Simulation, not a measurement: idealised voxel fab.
process module | voxel tone inversion
cross-section cut | 295 nm wide | cells 5 nm
A cross-section is a grid of square cells, given in bands from the top down. A band is one or more rows of cells.
Each band's line starts with the height of the band's top and of its bottom, in nm. Then come its materials from left to right, each with its width in nm. One material with "throughout" fills the band from edge to edge. "air" is empty space.
Height 0 is the level under which the wafer as received is all one material. The lowest band goes on downwards, as in "0 down".
A width such as "30 to 40" changes by the same amount from each row of cells to the next, from the band's top row to its bottom row.
"no change" after a step means that no cell of the cross-section changed.
closed voids: empty space of 8 cells or more with no open way to the top, each as width x height at its distance from the left edge, in nm
after a step's settings: what the simulator itself notes on the step
overlay nm, on a step with a mask: how far to the right of its planned place the mask lay; to the left if negative
plan
1 op RECEIVE | material Si
2 op CONFORMAL_DEP | material SiN | thk nm 10
3 op DIRECTIONAL_DEP | material polySi | thk nm 20
4 op PATTERN | tone cover | mask id POSTS | material resist | width nm 20 | pitch nm 50 | thk nm 30 | overlay nm 0
5 op DIRECTIONAL_ETCH | etch materials polySi | depth nm 20
6 op STRIP | etch materials resist
7 op FILL_DEP | material lowk | thk nm 10
8 op CMP | height nm 30
9 op STRIP | etch materials polySi
10 op CONFORMAL_DEP | material TiN | thk nm 5
11 op FILL_DEP | material Ru | thk nm 5
12 op CMP | height nm 30
13 op CONFORMAL_DEP | material SiCN | thk nm 5
as received, after step 1
  0 down: Si throughout
  closed voids: none
first wafer at the end, as planned
  35 to 30: SiCN throughout
  30 to 15: lowk 110 | TiN 5 | Ru 10 | TiN 5 | lowk 30 | TiN 5 | Ru 10 | TiN 5 | lowk 115
  15 to 10: lowk 110 | TiN 20 | lowk 30 | TiN 20 | lowk 115
  10 to 0: SiN throughout
  0 down: Si throughout
  closed voids: none
second wafer at the end: like start, like plan, one mistake
  35 to 30: SiCN throughout
  30 to 15: lowk 105 | TiN 5 | Ru 20 | TiN 5 | lowk 20 | TiN 5 | Ru 20 | TiN 5 | lowk 110
  15 to 10: lowk 105 | TiN 30 | lowk 20 | TiN 30 | lowk 110
  10 to 0: SiN throughout
  0 down: Si throughout
  closed voids: none
what went wrong: step 4 ran as: op PATTERN | tone cover | mask id POSTS | material resist | width nm 30 | pitch nm 50 | thk nm 30 | overlay nm 0
at the end the second wafer has, in cells: 12 more of Ru | 4 more of TiN | 16 fewer of lowk
